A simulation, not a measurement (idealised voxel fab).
Process module name: voxel self aligned contacts
Each square cell in cross-section cut measures 5 nm, and the section as a whole is 290 nm wide.
In what follows, cross-sections appear as grids of square cells, described through bands that run from the top down, where every band is one or more rows of cells. Band entry format. Leading values: height of top, height of bottom, nm. Remainder: materials in left-to-right order, each with its width in nm. Special words: "edge to edge" on a single material, which then fills the band edge to edge; "empty", empty space. Where do heights start? At 0: under that level the wafer as delivered is made of one material only. And the lowest band has no floor; it just carries on downward, as in "z 0 and below". The width entry "30 to 40" should be interpreted row by row: the top row of cells in the band takes the first number, the bottom row takes the second number, and the change between adjacent rows is uniform throughout. "no change" means the step left every cell of the cross-section as it was. The label "Sealed voids" introduces a list of the empty spaces, 8 cells or larger, that have no open way up to the top; each entry in it reads width x height at distance, where the distance is taken from the left edge and all three are stated in nm. On a step's line, text after the settings is the simulator commenting on that step. "overlay nm", when on a step's line for a step with a mask, measures how far to the right of its planned place the mask lay; a negative measure means to the left.
### So here's the lineup of process steps we planned
1: RECEIVE, material Si
2: OXIDIZE, depth nm 5
3: DIRECTIONAL_DEP, material polySi, thk nm 20
4: DIRECTIONAL_DEP, material SiN, thk nm 20
5: DIRECTIONAL_DEP, material aC, thk nm 15
6: PATTERN, tone cover, mask id GATE, material resist, width nm 30, pitch nm 70, thk nm 30, overlay nm 0
7: DIRECTIONAL_ETCH, etch materials aC, depth nm 15
8: STRIP, etch materials resist
9: DIRECTIONAL_ETCH, etch materials SiN, depth nm 20
10: DIRECTIONAL_ETCH, etch materials polySi, depth nm 20
11: STRIP, etch materials aC
12: CONFORMAL_DEP, material SiN, thk nm 10
13: DIRECTIONAL_ETCH, etch materials SiN, depth nm 10
14: FILL_DEP, material SiO2, thk nm 20
15: CMP, height nm 50
16: DIRECTIONAL_DEP, material aC, thk nm 15
17: PATTERN, tone open, mask id CONTACT, material resist, width nm 50, thk nm 30, overlay nm 0
18: DIRECTIONAL_ETCH, etch materials aC, depth nm 15
19: STRIP, etch materials resist
20: DIRECTIONAL_ETCH, etch materials SiO2, depth nm 55
21: STRIP, etch materials aC
22: CONFORMAL_DEP, material TiN, thk nm 5
23: FILL_DEP, material Ru, thk nm 10
24: CMP, height nm 50
25: CONFORMAL_DEP, material SiN, thk nm 5
### First wafer of two (run as planned)
### as received, after step 1
z 0 and below = Si edge to edge
Sealed voids: none
### After step 2: wafer cross-section
z 0 to -5 = SiO2 edge to edge
Lower than -5, everything is as it was.
### After step 3: wafer cross-section
z 20 to 0 = polySi edge to edge
Lower than 0, everything is as it was.
### After step 4: wafer cross-section
z 40 to 20 = SiN edge to edge
Lower than 20, everything is as it was.
### After step 5: wafer cross-section
z 55 to 40 = aC edge to edge
Lower than 40, everything is as it was.
### After step 6: wafer cross-section
z 85 to 55 = 95 of empty / 30 of resist / 40 of empty / 30 of resist / 95 of empty
Lower than 55, everything is as it was.
### After step 7: wafer cross-section
z 70 to 55 = 95 of empty / 30 of resist / 40 of empty / 30 of resist / 95 of empty
z 55 to 40 = 95 of empty / 30 of aC / 40 of empty / 30 of aC / 95 of empty
Lower than 40, everything is as it was.
### After step 8: wafer cross-section
z 55 to 40 = 95 of empty / 30 of aC / 40 of empty / 30 of aC / 95 of empty
Lower than 40, everything is as it was.
### After step 9: wafer cross-section
z 55 to 40 = 95 of empty / 30 of aC / 40 of empty / 30 of aC / 95 of empty
z 40 to 20 = 95 of empty / 30 of SiN / 40 of empty / 30 of SiN / 95 of empty
Lower than 20, everything is as it was.
### After step 10: wafer cross-section
z 55 to 40 = 95 of empty / 30 of aC / 40 of empty / 30 of aC / 95 of empty
z 40 to 20 = 95 of empty / 30 of SiN / 40 of empty / 30 of SiN / 95 of empty
z 20 to 0 = 95 of empty / 30 of polySi / 40 of empty / 30 of polySi / 95 of empty
Lower than 0, everything is as it was.
### After step 11: wafer cross-section
z 40 to 20 = 95 of empty / 30 of SiN / 40 of empty / 30 of SiN / 95 of empty
Lower than 20, everything is as it was.
### After step 12: wafer cross-section
z 50 to 20 = 85 of empty / 50 of SiN / 20 of empty / 50 of SiN / 85 of empty
z 20 to 10 = 85 of empty / 10 of SiN / 30 of polySi / 10 of SiN / 20 of empty / 10 of SiN / 30 of polySi / 10 of SiN / 85 of empty
z 10 to 0 = 95 of SiN / 30 of polySi / 40 of SiN / 30 of polySi / 95 of SiN
Lower than 0, everything is as it was.
### After step 13: wafer cross-section
z 40 to 20 = 85 of empty / 50 of SiN / 20 of empty / 50 of SiN / 85 of empty
z 20 to 0 = 85 of empty / 10 of SiN / 30 of polySi / 10 of SiN / 20 of empty / 10 of SiN / 30 of polySi / 10 of SiN / 85 of empty
Lower than 0, everything is as it was.
### After step 14: wafer cross-section
z 60 to 40 = SiO2 edge to edge
z 40 to 20 = 85 of SiO2 / 50 of SiN / 20 of SiO2 / 50 of SiN / 85 of SiO2
z 20 to 0 = 85 of SiO2 / 10 of SiN / 30 of polySi / 10 of SiN / 20 of SiO2 / 10 of SiN / 30 of polySi / 10 of SiN / 85 of SiO2
Lower than 0, everything is as it was.
### After step 15: wafer cross-section
z 50 to 40 = SiO2 edge to edge
Lower than 40, everything is as it was.
### After step 16: wafer cross-section
z 65 to 50 = aC edge to edge
Lower than 50, everything is as it was.
### After step 17: wafer cross-section
z 95 to 65 = 120 of resist / 50 of empty / 120 of resist
Lower than 65, everything is as it was.
### After step 18: wafer cross-section
z 80 to 65 = 120 of resist / 50 of empty / 120 of resist
z 65 to 50 = 120 of aC / 50 of empty / 120 of aC
Lower than 50, everything is as it was.
### After step 19: wafer cross-section
z 65 to 50 = 120 of aC / 50 of empty / 120 of aC
Lower than 50, everything is as it was.
### After step 20: wafer cross-section
z 65 to 50 = 120 of aC / 50 of empty / 120 of aC
z 50 to 40 = 120 of SiO2 / 50 of empty / 120 of SiO2
z 40 to 20 = 85 of SiO2 / 50 of SiN / 20 of empty / 50 of SiN / 85 of SiO2
z 20 to 0 = 85 of SiO2 / 10 of SiN / 30 of polySi / 10 of SiN / 20 of empty / 10 of SiN / 30 of polySi / 10 of SiN / 85 of SiO2
z 0 to -5 = 135 of SiO2 / 20 of empty / 135 of SiO2
Lower than -5, everything is as it was.
### After step 21: wafer cross-section
z 50 to 40 = 120 of SiO2 / 50 of empty / 120 of SiO2
Lower than 40, everything is as it was.
### After step 22: wafer cross-section
z 55 to 50 = 125 of TiN / 40 of empty / 125 of TiN
z 50 to 40 = 120 of SiO2 / 5 to 20 of TiN / 40 to 10 of empty / 5 to 20 of TiN / 120 of SiO2
z 40 to 20 = 85 of SiO2 / 50 of SiN / 5 of TiN / 10 of empty / 5 of TiN / 50 of SiN / 85 of SiO2
z 20 to 0 = 85 of SiO2 / 10 of SiN / 30 of polySi / 10 of SiN / 5 of TiN / 10 of empty / 5 of TiN / 10 of SiN / 30 of polySi / 10 of SiN / 85 of SiO2
z 0 to -5 = 135 of SiO2 / 20 of TiN / 135 of SiO2
Lower than -5, everything is as it was.
### After step 23: wafer cross-section
z 65 to 55 = Ru edge to edge
z 55 to 50 = 125 of TiN / 40 of Ru / 125 of TiN
z 50 to 40 = 120 of SiO2 / 5 to 20 of TiN / 40 to 10 of Ru / 5 to 20 of TiN / 120 of SiO2
z 40 to 20 = 85 of SiO2 / 50 of SiN / 5 of TiN / 10 of Ru / 5 of TiN / 50 of SiN / 85 of SiO2
z 20 to 0 = 85 of SiO2 / 10 of SiN / 30 of polySi / 10 of SiN / 5 of TiN / 10 of Ru / 5 of TiN / 10 of SiN / 30 of polySi / 10 of SiN / 85 of SiO2
Lower than 0, everything is as it was.
### After step 24: wafer cross-section
z 50 to 40 = 120 of SiO2 / 5 to 20 of TiN / 40 to 10 of Ru / 5 to 20 of TiN / 120 of SiO2
Lower than 40, everything is as it was.
### After step 25: wafer cross-section
z 55 to 50 = SiN edge to edge
Lower than 50, everything is as it was.
### Okay, second wafer. Nothing different at the start, nothing different in the plan, just one mistake somewhere in the running. As far as step 16, counting that step, it's the first wafer all over again
### Cross-sectional representation of the second wafer at the time designated in the plan for the completion of step 17
z 95 to 65 = 110 of resist / 50 of empty / 130 of resist
Lower than 65, everything is as it was.
### Cross-sectional representation of the second wafer at the time designated in the plan for the completion of step 18
z 80 to 65 = 110 of resist / 50 of empty / 130 of resist
z 65 to 50 = 110 of aC / 50 of empty / 130 of aC
Lower than 50, everything is as it was.
### Cross-sectional representation of the second wafer at the time designated in the plan for the completion of step 19
z 65 to 50 = 110 of aC / 50 of empty / 130 of aC
Lower than 50, everything is as it was.
### Cross-sectional representation of the second wafer at the time designated in the plan for the completion of step 20
z 65 to 50 = 110 of aC / 50 of empty / 130 of aC
z 50 to 40 = 110 of SiO2 / 50 of empty / 130 of SiO2
z 40 to 20 = 85 of SiO2 / 50 of SiN / 20 of empty / 50 of SiN / 85 of SiO2
z 20 to 0 = 85 of SiO2 / 10 of SiN / 30 of polySi / 10 of SiN / 20 of empty / 10 of SiN / 30 of polySi / 10 of SiN / 85 of SiO2
z 0 to -5 = 135 of SiO2 / 20 of empty / 135 of SiO2
Lower than -5, everything is as it was.
### Cross-sectional representation of the second wafer at the time designated in the plan for the completion of step 21
z 50 to 40 = 110 of SiO2 / 50 of empty / 130 of SiO2
Lower than 40, everything is as it was.
### Cross-sectional representation of the second wafer at the time designated in the plan for the completion of step 22
z 55 to 50 = 115 of TiN / 40 of empty / 135 of TiN
z 50 to 40 = 110 of SiO2 / 5 to 30 of TiN / 40 to 10 of empty / 5 to 10 of TiN / 130 of SiO2
z 40 to 20 = 85 of SiO2 / 50 of SiN / 5 of TiN / 10 of empty / 5 of TiN / 50 of SiN / 85 of SiO2
z 20 to 0 = 85 of SiO2 / 10 of SiN / 30 of polySi / 10 of SiN / 5 of TiN / 10 of empty / 5 of TiN / 10 of SiN / 30 of polySi / 10 of SiN / 85 of SiO2
z 0 to -5 = 135 of SiO2 / 20 of TiN / 135 of SiO2
Lower than -5, everything is as it was.
### Cross-sectional representation of the second wafer at the time designated in the plan for the completion of step 23
z 65 to 55 = Ru edge to edge
z 55 to 50 = 115 of TiN / 40 of Ru / 135 of TiN
z 50 to 40 = 110 of SiO2 / 5 to 30 of TiN / 40 to 10 of Ru / 5 to 10 of TiN / 130 of SiO2
z 40 to 20 = 85 of SiO2 / 50 of SiN / 5 of TiN / 10 of Ru / 5 of TiN / 50 of SiN / 85 of SiO2
z 20 to 0 = 85 of SiO2 / 10 of SiN / 30 of polySi / 10 of SiN / 5 of TiN / 10 of Ru / 5 of TiN / 10 of SiN / 30 of polySi / 10 of SiN / 85 of SiO2
Lower than 0, everything is as it was.
### Cross-sectional representation of the second wafer at the time designated in the plan for the completion of step 24
z 50 to 40 = 110 of SiO2 / 5 to 30 of TiN / 40 to 10 of Ru / 5 to 10 of TiN / 130 of SiO2
Lower than 40, everything is as it was.
### Cross-sectional representation of the second wafer at the time designated in the plan for the completion of step 25
z 55 to 50 = SiN edge to edge
Lower than 50, everything is as it was.
Want to know what went wrong? note that step 17 departed from the planned setting and was carried out as PATTERN, tone open, mask id CONTACT, material resist, width nm 50, thk nm 30, overlay nm -10
The concluding comparison shows that, measured in cells, each material is equally abundant on both wafers, albeit at different positions.
